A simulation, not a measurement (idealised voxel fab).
Presented below is a process module, voxel air gaps.
The cross-section on display is named cut; it measures 210 nm wide, and its cells are 5 nm squares.
Bands, listed from the top down, are how a cross-section gets written in this document; the cross-section itself is a grid of square cells, and a band is one or more rows of them.
In this notation a band is specified by the heights of its top and bottom, in that order and in nm, after which its materials appear from left to right, each paired with its width in nm. The word "everywhere" attached to a single material means that material fills the band from edge to edge; the word "air" stands for empty space.
For the purposes of this specification, 0 denotes the height below which the wafer in its as-received condition is composed wholly of one material, and the lowermost band, lacking a lower limit, extends downward without end, as expressed in "z 0 and below".
Per-row width for "30..40": begins at first number (top row of band), ends at second number (bottom row), increment between rows held constant.
For the purposes of this document, the phrase "no change" attached to a step denotes that no cell within the cross-section was modified by that step.
You'll see "Voids, enclosed" listing empty spaces that have no way open to the top, as long as they're 8 cells or more; the notation is width x height at distance, where the distance is from the left edge, and all of it is in nm.
That trailing text on a step's line, after the settings, is the simulator's own remark on the step.
overlay nm: mask right of planned place by this much (step with mask). Neg. = left.

### So here's the lineup of process steps we planned
1: RECEIVE, material Si
2: CONFORMAL_DEP, material SiO2, thk nm 10
3: CONFORMAL_DEP, material SiN, thk nm 5
4: DIRECTIONAL_DEP, material lowk, thk nm 35
5: DIRECTIONAL_DEP, material aC, thk nm 15
6: PATTERN, tone open, mask id LINES, material resist, width nm 15, pitch nm 45, thk nm 30, overlay nm 0
7: DIRECTIONAL_ETCH, etch materials aC, depth nm 15
8: STRIP, etch materials resist
9: DIRECTIONAL_ETCH, etch materials lowk, depth nm 35
10: STRIP, etch materials aC
11: CONFORMAL_DEP, material TiN, thk nm 5
12: FILL_DEP, material Ru, thk nm 5
13: CMP, height nm 50
14: EPI, material Ru, thk nm 10
15: SELECTIVE_ETCH, etch materials lowk, depth nm 45
16: CONFORMAL_DEP, material SiCN, thk nm 5

### Delivered wafer in cross-section: state after step 1
* z 0 and below | Si everywhere
* Voids, enclosed: none

### End-of-module XS, first of two wafers, run as planned
* z 65 to 60 | air 15 nm, then SiCN 180 nm, then air 15 nm
* z 60 to 50 | air 15 nm, then SiCN 5 nm, then Ru 35 nm, then SiCN 10 nm, then Ru 35 nm, then SiCN 10 nm, then Ru 35 nm, then SiCN 10 nm, then Ru 35 nm, then SiCN 5 nm, then air 15 nm
* z 50 to 45 | air 15 nm, then SiCN 15 nm, then TiN 5 nm, then Ru 5 nm, then TiN 5 nm, then SiCN 30 nm, then TiN 5 nm, then Ru 5 nm, then TiN 5 nm, then SiCN 30 nm, then TiN 5 nm, then Ru 5 nm, then TiN 5 nm, then SiCN 30 nm, then TiN 5 nm, then Ru 5 nm, then TiN 5 nm, then SiCN 15 nm, then air 15 nm
* z 45 to 20 | air 25 nm, then SiCN 5 nm, then TiN 5 nm, then Ru 5 nm, then TiN 5 nm, then SiCN 5 nm, then air 20 nm, then SiCN 5 nm, then TiN 5 nm, then Ru 5 nm, then TiN 5 nm, then SiCN 5 nm, then air 20 nm, then SiCN 5 nm, then TiN 5 nm, then Ru 5 nm, then TiN 5 nm, then SiCN 5 nm, then air 20 nm, then SiCN 5 nm, then TiN 5 nm, then Ru 5 nm, then TiN 5 nm, then SiCN 5 nm, then air 25 nm
* z 20 to 15 | SiCN 30 nm, then TiN 15 nm, then SiCN 30 nm, then TiN 15 nm, then SiCN 30 nm, then TiN 15 nm, then SiCN 30 nm, then TiN 15 nm, then SiCN 30 nm
* z 15 to 10 | SiN everywhere
* z 10 to 0 | SiO2 everywhere
* z 0 and below | Si everywhere
* Voids, enclosed: 20 x 25 at 50; 20 x 25 at 95; 20 x 25 at 140

### Cross-section at end of module for the second wafer of two, which matched the first in starting point and plan and differed by one mistake in its processing
* z 65 to 60 | air 15 nm, then SiCN 180 nm, then air 15 nm
* z 60 to 50 | air 15 nm, then SiCN 5 nm, then Ru 35 nm, then SiCN 10 nm, then Ru 35 nm, then SiCN 10 nm, then Ru 35 nm, then SiCN 10 nm, then Ru 35 nm, then SiCN 5 nm, then air 15 nm
* z 50 to 45 | air 15 nm, then SiCN 15 nm, then TiN 5 nm, then Ru 5 nm, then TiN 5 nm, then SiCN 30 nm, then TiN 5 nm, then Ru 5 nm, then TiN 5 nm, then SiCN 30 nm, then TiN 5 nm, then Ru 5 nm, then TiN 5 nm, then SiCN 30 nm, then TiN 5 nm, then Ru 5 nm, then TiN 5 nm, then SiCN 15 nm, then air 15 nm
* z 45 to 20 | air 25 nm, then SiCN 5 nm, then TiN 5 nm, then Ru 5 nm, then TiN 5 nm, then SiCN 5 nm, then air 20 nm, then SiCN 5 nm, then TiN 5 nm, then Ru 5 nm, then TiN 5 nm, then SiCN 5 nm, then air 20 nm, then SiCN 5 nm, then TiN 5 nm, then Ru 5 nm, then TiN 5 nm, then SiCN 5 nm, then air 20 nm, then SiCN 5 nm, then TiN 5 nm, then Ru 5 nm, then TiN 5 nm, then SiCN 5 nm, then air 25 nm
* z 20 to 15 | SiCN 30 nm, then TiN 15 nm, then SiCN 30 nm, then TiN 15 nm, then SiCN 30 nm, then TiN 15 nm, then SiCN 30 nm, then TiN 15 nm, then SiCN 30 nm
* z 15 to 5 | SiO2 everywhere
* z 5 to 0 | SiN everywhere
* z 0 and below | Si everywhere
* Voids, enclosed: 20 x 25 at 50; 20 x 25 at 95; 20 x 25 at 140
Deviation noted in wafer processing: note: step 2 <-> step 3, run order reversed vs plan
The concluding comparison shows that, measured in cells, each material is equally abundant on both wafers, albeit at different positions.
